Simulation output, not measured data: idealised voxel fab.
process module | voxel ribs on slabs
cross-section cut | 180 nm wide | cells 5 nm
A cross-section is a grid of square cells, given in bands from the top down. A band is one or more rows of cells.
Each band's line starts with the height of the band's top and of its bottom, in nm. Then come its materials from left to right, each with its width in nm. One material with "throughout" fills the band from edge to edge. "air" is empty space.
Height 0 is the level under which the wafer as received is all one material. The lowest band goes on downwards, as in "0 down".
A width such as "30 to 40" changes by the same amount from each row of cells to the next, from the band's top row to its bottom row.
"no change" after a step means that no cell of the cross-section changed.
closed voids: empty space of 8 cells or more with no open way to the top, each as width x height at its distance from the left edge, in nm
after a step's settings: what the simulator itself notes on the step
overlay nm, on a step with a mask: how far to the right of its planned place the mask lay; to the left if negative
plan
1 op RECEIVE | material Si
2 op DIRECTIONAL_DEP | material SiO2 | thk nm 25
3 op DIRECTIONAL_DEP | material polySi | thk nm 15
4 op DIRECTIONAL_DEP | material aC | thk nm 5
5 op PATTERN | tone cover | mask id RIB | material resist | width nm 20 | thk nm 30 | overlay nm 0
6 op DIRECTIONAL_ETCH | etch materials aC | depth nm 10
7 op STRIP | etch materials resist
8 op DIRECTIONAL_ETCH | etch materials polySi | depth nm 10
9 op STRIP | etch materials aC
10 op PATTERN | tone cover | mask id SLAB | material resist | width nm 70 | thk nm 15 | overlay nm 0
11 op DIRECTIONAL_ETCH | etch materials polySi | depth nm 5
12 op STRIP | etch materials resist
13 op FILL_DEP | material SiO2 | thk nm 25
14 op CMP | height nm 55
15 op DIRECTIONAL_DEP | material TiN | thk nm 10
16 op PATTERN | tone cover | mask id HEATER | material resist | width nm 30 | thk nm 15 | overlay nm 0
17 op DIRECTIONAL_ETCH | etch materials TiN | depth nm 10
18 op STRIP | etch materials resist
19 op CONFORMAL_DEP | material SiN | thk nm 5
varied across the wafers: thk nm of step 4. The plan shows the first wafer's value. All wafers start alike
first wafer as received, after step 1
  0 down: Si throughout
  closed voids: none
each wafer at the end: cells of each material gained (+) or lost (-) since it was received, then its closed voids
thk nm 5 | +40 SiN | +374 SiO2 | +12 TiN | +22 polySi | closed voids: none
thk nm 10 | +40 SiN | +374 SiO2 | +12 TiN | +22 polySi | closed voids: none
thk nm 15 | +40 SiN | +310 SiO2 | +12 TiN | +86 polySi | closed voids: none
thk nm 20 | +40 SiN | +310 SiO2 | +12 TiN | +86 polySi | closed voids: none
thk nm 25 | +40 SiN | +310 SiO2 | +12 TiN | +86 polySi | closed voids: none
